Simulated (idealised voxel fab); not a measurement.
process module | voxel plated lines
cross-section cut | 215 nm wide | cells 5 nm
A cross-section is a grid of square cells, given in bands from the top down. A band is one or more rows of cells.
Each band's line starts with the height of the band's top and of its bottom, in nm. Then come its materials from left to right, each with its width in nm. One material with "throughout" fills the band from edge to edge. "air" is empty space.
Height 0 is the level under which the wafer as received is all one material. The lowest band goes on downwards, as in "0 down".
A width such as "30 to 40" changes by the same amount from each row of cells to the next, from the band's top row to its bottom row.
"no change" after a step means that no cell of the cross-section changed.
closed voids: empty space of 8 cells or more with no open way to the top, each as width x height at its distance from the left edge, in nm
after a step's settings: what the simulator itself notes on the step
overlay nm, on a step with a mask: how far to the right of its planned place the mask lay; to the left if negative
plan
1 op RECEIVE | material Si
2 op CONFORMAL_DEP | material SiN | thk nm 15
3 op DIRECTIONAL_DEP | material TiN | thk nm 5
4 op PATTERN | tone open | mask id LINES | material resist | width nm 25 | pitch nm 55 | thk nm 30 | overlay nm 0
5 op EPI | material Ru | thk nm 5
6 op EPI | material Ru | thk nm 5
7 op STRIP | etch materials resist
8 op DIRECTIONAL_ETCH | etch materials TiN | depth nm 5
9 op CONFORMAL_DEP | material SiO2 | thk nm 5
as received, after step 1
  0 down: Si throughout
  closed voids: none
a wafer at the end: this start, this plan, one mistake
  45 to 30: air 25 | SiO2 165 | air 25
  30 to 20: SiO2 40 | Ru 25 | SiO2 30 | Ru 25 | SiO2 30 | Ru 25 | SiO2 40
  20 to 15: SiO2 40 | TiN 25 | SiO2 30 | TiN 25 | SiO2 30 | TiN 25 | SiO2 40
  15 to 0: SiN throughout
  0 down: Si throughout
  closed voids: none
what went wrong: step 9 ran as: op CONFORMAL_DEP | material SiO2 | thk nm 15
